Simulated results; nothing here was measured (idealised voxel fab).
process module | voxel fin reveal
cross-section cut | 180 nm wide | cells 5 nm
A cross-section is a grid of square cells, given in bands from the top down. A band is one or more rows of cells.
Each band's line starts with the height of the band's top and of its bottom, in nm. Then come its materials from left to right, each with its width in nm. One material with "throughout" fills the band from edge to edge. "air" is empty space.
Height 0 is the level under which the wafer as received is all one material. The lowest band goes on downwards, as in "0 down".
A width such as "30 to 40" changes by the same amount from each row of cells to the next, from the band's top row to its bottom row.
"no change" after a step means that no cell of the cross-section changed.
closed voids: empty space of 8 cells or more with no open way to the top, each as width x height at its distance from the left edge, in nm
after a step's settings: what the simulator itself notes on the step
overlay nm, on a step with a mask: how far to the right of its planned place the mask lay; to the left if negative
Each pair below shows a cross-section before one step and the cross-section after it, down to the lowest band that changed. The line under each pair gives the step between them, with its settings. The pairs can come from different runs of this module on the same starting wafer, so a pair continues from the pair above only where its "before" says so.
before
  0 down: Si throughout
  closed voids: none
after
  10 to 0: SiN throughout
  below 0: unchanged
  closed voids: none
the step between: op CONFORMAL_DEP | material SiN | thk nm 10
before: the cross-section after the pair above
after
  10 to 0: air 60 | SiN 15 | air 25 | SiN 15 | air 65
  below 0: unchanged
  closed voids: none
the step between: op MASKED_ETCH | tone cover | mask id FINS | width nm 15 | pitch nm 40 | etch materials SiN | depth nm 10 | overlay nm 0
before: the cross-section after the pair above
after
  10 to 0: air 60 | SiN 15 | air 25 | SiN 15 | air 65
  0 to -30: air 60 | Si 15 | air 25 | Si 15 | air 65
  below -30: unchanged
  closed voids: none
the step between: op MASKED_ETCH | tone cover | mask id FINS | width nm 15 | pitch nm 40 | etch materials Si | depth nm 30 | overlay nm 0
before: the cross-section after the pair above
after
  15 to 10: SiO2 throughout
  10 to 0: SiO2 60 | SiN 15 | SiO2 25 | SiN 15 | SiO2 65
  0 to -30: SiO2 60 | Si 15 | SiO2 25 | Si 15 | SiO2 65
  below -30: unchanged
  closed voids: none
the step between: op FILL_DEP | material SiO2 | thk nm 5
before: the cross-section after the pair above
after
  10 to 0: SiO2 60 | SiN 15 | SiO2 25 | SiN 15 | SiO2 65
  below 0: unchanged
  closed voids: none
the step between: op CMP | height nm 10
before: the cross-section after the pair above
after
  10 to 0: air 60 | SiN 15 | air 25 | SiN 15 | air 65
  0 to -15: air 60 | Si 15 | air 25 | Si 15 | air 65
  below -15: unchanged
  closed voids: none
the step between: op SELECTIVE_ETCH | etch materials SiO2 | depth nm 25
before: the cross-section after the pair above
after
  0 to -15: air 60 | Si 15 | air 25 | Si 15 | air 65
  below -15: unchanged
  closed voids: none
the step between: op STRIP | etch materials SiN
before
  10 to 0: air 60 | SiN 15 | air 25 | SiN 15 | air 65
  0 to -30: air 60 | Si 15 | air 25 | Si 15 | air 65
  -30 down: Si throughout
  closed voids: none
after
  10 to 0: air 60 | SiN 15 | air 25 | SiN 15 | air 65
  0 to -60: air 60 | Si 15 | air 25 | Si 15 | air 65
  below -60: unchanged
  closed voids: none
the step between: op MASKED_ETCH | tone cover | mask id FINS | width nm 15 | pitch nm 40 | etch materials Si | depth nm 30 | overlay nm 0
before: the cross-section after the pair above
after
  15 to 10: SiO2 throughout
  10 to 0: SiO2 60 | SiN 15 | SiO2 25 | SiN 15 | SiO2 65
  0 to -60: SiO2 60 | Si 15 | SiO2 25 | Si 15 | SiO2 65
  below -60: unchanged
  closed voids: none
the step between: op FILL_DEP | material SiO2 | thk nm 5
before: the cross-section after the pair above
after
  10 to 0: SiO2 60 | SiN 15 | SiO2 25 | SiN 15 | SiO2 65
  below 0: unchanged
  closed voids: none
the step between: op CMP | height nm 10
before: the cross-section after the pair above
after
  10 to 0: air 60 | SiN 15 | air 25 | SiN 15 | air 65
  0 to -15: air 60 | Si 15 | air 25 | Si 15 | air 65
  below -15: unchanged
  closed voids: none
the step between: op SELECTIVE_ETCH | etch materials SiO2 | depth nm 25
before: the cross-section after the pair above
after
  0 to -15: air 60 | Si 15 | air 25 | Si 15 | air 65
  below -15: unchanged
  closed voids: none
the step between: op STRIP | etch materials SiN
before
  10 to 0: SiO2 60 | SiN 15 | SiO2 25 | SiN 15 | SiO2 65
  0 to -30: SiO2 60 | Si 15 | SiO2 25 | Si 15 | SiO2 65
  -30 down: Si throughout
  closed voids: none
after
  10 to 0: SiO2 60 | air 15 | SiO2 25 | air 15 | SiO2 65
  below 0: unchanged
  closed voids: none
the step between: op STRIP | etch materials SiN
before: the cross-section after the pair above
after
  0 to -15: air 60 | Si 15 | air 25 | Si 15 | air 65
  -15 to -25: SiO2 35 | air 25 | Si 15 | air 25 | Si 15 | air 25 | SiO2 40
  below -25: unchanged
  closed voids: none
the step between: op SELECTIVE_ETCH | etch materials SiO2 | depth nm 25
before
  10 to 0: SiO2 60 | SiN 15 | SiO2 25 | SiN 15 | SiO2 65
  0 to -30: SiO2 60 | Si 15 | SiO2 25 | Si 15 | SiO2 65
  -30 down: Si throughout
  closed voids: none
after
  10 to 0: air 60 | SiN 15 | air 25 | SiN 15 | air 65
  0 to -5: air 60 | Si 15 | air 25 | Si 15 | air 65
  below -5: unchanged
  closed voids: none
the step between: op SELECTIVE_ETCH | etch materials SiO2 | depth nm 15
before: the cross-section after the pair above
after
  0 to -5: air 60 | Si 15 | air 25 | Si 15 | air 65
  below -5: unchanged
  closed voids: none
the step between: op STRIP | etch materials SiN
before
  10 to 0: air 60 | SiN 15 | air 25 | SiN 15 | air 65
  0 to -15: air 60 | Si 15 | air 25 | Si 15 | air 65
  -15 to -30: SiO2 60 | Si 15 | SiO2 25 | Si 15 | SiO2 65
  -30 down: Si throughout
  closed voids: none
after
  10 to 0: air 60 | SiN 15 | air 25 | SiN 15 | air 65
  0 to -30: air 60 | Si 15 | air 25 | Si 15 | air 65
  below -30: unchanged
  closed voids: none
the step between: op STRIP | etch materials SiO2
